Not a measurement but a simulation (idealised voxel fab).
process module | voxel gate over fins
cross-section cut | 270 nm wide | cells 5 nm
A cross-section is a grid of square cells, given in bands from the top down. A band is one or more rows of cells.
Each band's line starts with the height of the band's top and of its bottom, in nm. Then come its materials from left to right, each with its width in nm. One material with "throughout" fills the band from edge to edge. "air" is empty space.
Height 0 is the level under which the wafer as received is all one material. The lowest band goes on downwards, as in "0 down".
A width such as "30 to 40" changes by the same amount from each row of cells to the next, from the band's top row to its bottom row.
"no change" after a step means that no cell of the cross-section changed.
closed voids: empty space of 8 cells or more with no open way to the top, each as width x height at its distance from the left edge, in nm
after a step's settings: what the simulator itself notes on the step
overlay nm, on a step with a mask: how far to the right of its planned place the mask lay; to the left if negative
plan
1 op RECEIVE | material Si
2 op CONFORMAL_DEP | material SiN | thk nm 5
3 op MASKED_ETCH | tone cover | mask id FINS | width nm 15 | pitch nm 55 | etch materials SiN | depth nm 5 | overlay nm 0
4 op MASKED_ETCH | tone cover | mask id FINS | width nm 15 | pitch nm 55 | etch materials Si | depth nm 30 | overlay nm 0
5 op FILL_DEP | material SiO2 | thk nm 15
6 op CMP | height nm 5
7 op DIRECTIONAL_DEP | material aC | thk nm 15
8 op PATTERN | tone open | mask id RAIL | material resist | width nm 15 | thk nm 35 | overlay nm 0
9 op DIRECTIONAL_ETCH | etch materials aC | depth nm 15
10 op STRIP | etch materials resist
11 op DIRECTIONAL_ETCH | etch materials SiO2 | depth nm 30
12 op STRIP | etch materials aC
13 op CONFORMAL_DEP | material TiN | thk nm 5
14 op FILL_DEP | material Ru | thk nm 5
15 op CMP | height nm 5
16 op SELECTIVE_ETCH | etch materials W Ru TiN | depth nm 25
17 op FILL_DEP | material SiO2 | thk nm 5
18 op CMP | height nm 5
19 op SELECTIVE_ETCH | etch materials SiO2 | depth nm 20
20 op STRIP | etch materials SiN
21 op CONFORMAL_DEP | material HfO2 | thk nm 5
22 op CONFORMAL_DEP | material TiN | thk nm 5
23 op FILL_DEP | material W | thk nm 10
24 op CMP | height nm 15
25 op CONFORMAL_DEP | material SiN | thk nm 10
first wafer, as planned
as received, after step 1
  0 down: Si throughout
  closed voids: none
after step 2
  5 to 0: SiN throughout
  below 0: unchanged
after step 3
  5 to 0: air 100 | SiN 15 | air 40 | SiN 15 | air 100
  below 0: unchanged
after step 4
  5 to 0: air 100 | SiN 15 | air 40 | SiN 15 | air 100
  0 to -30: air 100 | Si 15 | air 40 | Si 15 | air 100
  below -30: unchanged
after step 5
  20 to 5: SiO2 throughout
  5 to 0: SiO2 100 | SiN 15 | SiO2 40 | SiN 15 | SiO2 100
  0 to -30: SiO2 100 | Si 15 | SiO2 40 | Si 15 | SiO2 100
  below -30: unchanged
after step 6
  5 to 0: SiO2 100 | SiN 15 | SiO2 40 | SiN 15 | SiO2 100
  below 0: unchanged
after step 7
  20 to 5: aC throughout
  below 5: unchanged
after step 8
  55 to 20: resist 125 | air 15 | resist 130
  below 20: unchanged
after step 9
  40 to 20: resist 125 | air 15 | resist 130
  20 to 5: aC 125 | air 15 | aC 130
  below 5: unchanged
after step 10
  20 to 5: aC 125 | air 15 | aC 130
  below 5: unchanged
after step 11
  20 to 5: aC 125 | air 15 | aC 130
  5 to 0: SiO2 100 | SiN 15 | SiO2 10 | air 15 | SiO2 15 | SiN 15 | SiO2 100
  0 to -25: SiO2 100 | Si 15 | SiO2 10 | air 15 | SiO2 15 | Si 15 | SiO2 100
  below -25: unchanged
after step 12
  5 to 0: SiO2 100 | SiN 15 | SiO2 10 | air 15 | SiO2 15 | SiN 15 | SiO2 100
  below 0: unchanged
after step 13
  10 to 5: TiN 130 | air 5 | TiN 135
  5 to 0: SiO2 100 | SiN 15 | SiO2 10 | TiN 5 | air 5 | TiN 5 | SiO2 15 | SiN 15 | SiO2 100
  0 to -20: SiO2 100 | Si 15 | SiO2 10 | TiN 5 | air 5 | TiN 5 | SiO2 15 | Si 15 | SiO2 100
  -20 to -25: SiO2 100 | Si 15 | SiO2 10 | TiN 15 | SiO2 15 | Si 15 | SiO2 100
  below -25: unchanged
after step 14
  15 to 10: Ru throughout
  10 to 5: TiN 130 | Ru 5 | TiN 135
  5 to 0: SiO2 100 | SiN 15 | SiO2 10 | TiN 5 | Ru 5 | TiN 5 | SiO2 15 | SiN 15 | SiO2 100
  0 to -20: SiO2 100 | Si 15 | SiO2 10 | TiN 5 | Ru 5 | TiN 5 | SiO2 15 | Si 15 | SiO2 100
  below -20: unchanged
after step 15
  5 to 0: SiO2 100 | SiN 15 | SiO2 10 | TiN 5 | Ru 5 | TiN 5 | SiO2 15 | SiN 15 | SiO2 100
  below 0: unchanged
after step 16
  5 to 0: SiO2 100 | SiN 15 | SiO2 10 | air 15 | SiO2 15 | SiN 15 | SiO2 100
  0 to -20: SiO2 100 | Si 15 | SiO2 10 | air 15 | SiO2 15 | Si 15 | SiO2 100
  below -20: unchanged
after step 17
  10 to 5: SiO2 throughout
  5 to 0: SiO2 100 | SiN 15 | SiO2 40 | SiN 15 | SiO2 100
  0 to -20: SiO2 100 | Si 15 | SiO2 40 | Si 15 | SiO2 100
  below -20: unchanged
after step 18
  5 to 0: SiO2 100 | SiN 15 | SiO2 40 | SiN 15 | SiO2 100
  below 0: unchanged
after step 19
  5 to 0: air 100 | SiN 15 | air 40 | SiN 15 | air 100
  0 to -15: air 100 | Si 15 | air 40 | Si 15 | air 100
  below -15: unchanged
after step 20
  0 to -15: air 100 | Si 15 | air 40 | Si 15 | air 100
  below -15: unchanged
after step 21
  5 to 0: air 95 | HfO2 25 | air 30 | HfO2 25 | air 95
  0 to -10: air 95 | HfO2 5 | Si 15 | HfO2 5 | air 30 | HfO2 5 | Si 15 | HfO2 5 | air 95
  -10 to -15: HfO2 100 | Si 15 | HfO2 40 | Si 15 | HfO2 100
  below -15: unchanged
after step 22
  10 to 5: air 90 | TiN 35 | air 20 | TiN 35 | air 90
  5 to 0: air 90 | TiN 5 | HfO2 25 | TiN 5 | air 20 | TiN 5 | HfO2 25 | TiN 5 | air 90
  0 to -5: air 90 | TiN 5 | HfO2 5 | Si 15 | HfO2 5 | TiN 5 | air 20 | TiN 5 | HfO2 5 | Si 15 | HfO2 5 | TiN 5 | air 90
  -5 to -10: TiN 95 | HfO2 5 | Si 15 | HfO2 5 | TiN 30 | HfO2 5 | Si 15 | HfO2 5 | TiN 95
  below -10: unchanged
after step 23
  20 to 10: W throughout
  10 to 5: W 90 | TiN 35 | W 20 | TiN 35 | W 90
  5 to 0: W 90 | TiN 5 | HfO2 25 | TiN 5 | W 20 | TiN 5 | HfO2 25 | TiN 5 | W 90
  0 to -5: W 90 | TiN 5 | HfO2 5 | Si 15 | HfO2 5 | TiN 5 | W 20 | TiN 5 | HfO2 5 | Si 15 | HfO2 5 | TiN 5 | W 90
  below -5: unchanged
after step 24
  15 to 10: W throughout
  below 10: unchanged
after step 25
  25 to 15: SiN throughout
  below 15: unchanged
second wafer: like start, like plan, one mistake. Through step 7 it matches the first wafer
when step 8 should have ended
  55 to 20: resist 125 | air 20 | resist 125
  below 20: unchanged
when step 9 should have ended
  40 to 20: resist 125 | air 20 | resist 125
  20 to 5: aC 125 | air 20 | aC 125
  below 5: unchanged
when step 10 should have ended
  20 to 5: aC 125 | air 20 | aC 125
  below 5: unchanged
when step 11 should have ended
  20 to 5: aC 125 | air 20 | aC 125
  5 to 0: SiO2 100 | SiN 15 | SiO2 10 | air 20 | SiO2 10 | SiN 15 | SiO2 100
  0 to -25: SiO2 100 | Si 15 | SiO2 10 | air 20 | SiO2 10 | Si 15 | SiO2 100
  below -25: unchanged
when step 12 should have ended
  5 to 0: SiO2 100 | SiN 15 | SiO2 10 | air 20 | SiO2 10 | SiN 15 | SiO2 100
  below 0: unchanged
when step 13 should have ended
  10 to 5: TiN 130 | air 10 | TiN 130
  5 to 0: SiO2 100 | SiN 15 | SiO2 10 | TiN 5 | air 10 | TiN 5 | SiO2 10 | SiN 15 | SiO2 100
  0 to -20: SiO2 100 | Si 15 | SiO2 10 | TiN 5 | air 10 | TiN 5 | SiO2 10 | Si 15 | SiO2 100
  -20 to -25: SiO2 100 | Si 15 | SiO2 10 | TiN 20 | SiO2 10 | Si 15 | SiO2 100
  below -25: unchanged
when step 14 should have ended
  15 to 10: Ru throughout
  10 to 5: TiN 130 | Ru 10 | TiN 130
  5 to 0: SiO2 100 | SiN 15 | SiO2 10 | TiN 5 | Ru 10 | TiN 5 | SiO2 10 | SiN 15 | SiO2 100
  0 to -20: SiO2 100 | Si 15 | SiO2 10 | TiN 5 | Ru 10 | TiN 5 | SiO2 10 | Si 15 | SiO2 100
  below -20: unchanged
when step 15 should have ended
  5 to 0: SiO2 100 | SiN 15 | SiO2 10 | TiN 5 | Ru 10 | TiN 5 | SiO2 10 | SiN 15 | SiO2 100
  below 0: unchanged
when step 16 should have ended
  5 to 0: SiO2 100 | SiN 15 | SiO2 10 | air 20 | SiO2 10 | SiN 15 | SiO2 100
  0 to -20: SiO2 100 | Si 15 | SiO2 10 | air 20 | SiO2 10 | Si 15 | SiO2 100
  below -20: unchanged
when step 17 should have ended
  10 to 5: SiO2 throughout
  5 to 0: SiO2 100 | SiN 15 | SiO2 40 | SiN 15 | SiO2 100
  0 to -20: SiO2 100 | Si 15 | SiO2 40 | Si 15 | SiO2 100
  below -20: unchanged
when step 18 should have ended
  5 to 0: SiO2 100 | SiN 15 | SiO2 40 | SiN 15 | SiO2 100
  below 0: unchanged
when step 19 should have ended
  5 to 0: air 100 | SiN 15 | air 40 | SiN 15 | air 100
  0 to -15: air 100 | Si 15 | air 40 | Si 15 | air 100
  below -15: unchanged
when step 20 should have ended
  0 to -15: air 100 | Si 15 | air 40 | Si 15 | air 100
  below -15: unchanged
when step 21 should have ended
  5 to 0: air 95 | HfO2 25 | air 30 | HfO2 25 | air 95
  0 to -10: air 95 | HfO2 5 | Si 15 | HfO2 5 | air 30 | HfO2 5 | Si 15 | HfO2 5 | air 95
  -10 to -15: HfO2 100 | Si 15 | HfO2 40 | Si 15 | HfO2 100
  below -15: unchanged
when step 22 should have ended
  10 to 5: air 90 | TiN 35 | air 20 | TiN 35 | air 90
  5 to 0: air 90 | TiN 5 | HfO2 25 | TiN 5 | air 20 | TiN 5 | HfO2 25 | TiN 5 | air 90
  0 to -5: air 90 | TiN 5 | HfO2 5 | Si 15 | HfO2 5 | TiN 5 | air 20 | TiN 5 | HfO2 5 | Si 15 | HfO2 5 | TiN 5 | air 90
  -5 to -10: TiN 95 | HfO2 5 | Si 15 | HfO2 5 | TiN 30 | HfO2 5 | Si 15 | HfO2 5 | TiN 95
  below -10: unchanged
when step 23 should have ended
  20 to 10: W throughout
  10 to 5: W 90 | TiN 35 | W 20 | TiN 35 | W 90
  5 to 0: W 90 | TiN 5 | HfO2 25 | TiN 5 | W 20 | TiN 5 | HfO2 25 | TiN 5 | W 90
  0 to -5: W 90 | TiN 5 | HfO2 5 | Si 15 | HfO2 5 | TiN 5 | W 20 | TiN 5 | HfO2 5 | Si 15 | HfO2 5 | TiN 5 | W 90
  below -5: unchanged
when step 24 should have ended
  15 to 10: W throughout
  below 10: unchanged
when step 25 should have ended
  25 to 15: SiN throughout
  below 15: unchanged
what went wrong: step 8 ran as: op PATTERN | tone open | mask id RAIL | material resist | width nm 20 | thk nm 35 | overlay nm 0
at the end the second wafer has, in cells: 1 fewer of SiO2 | 1 more of TiN
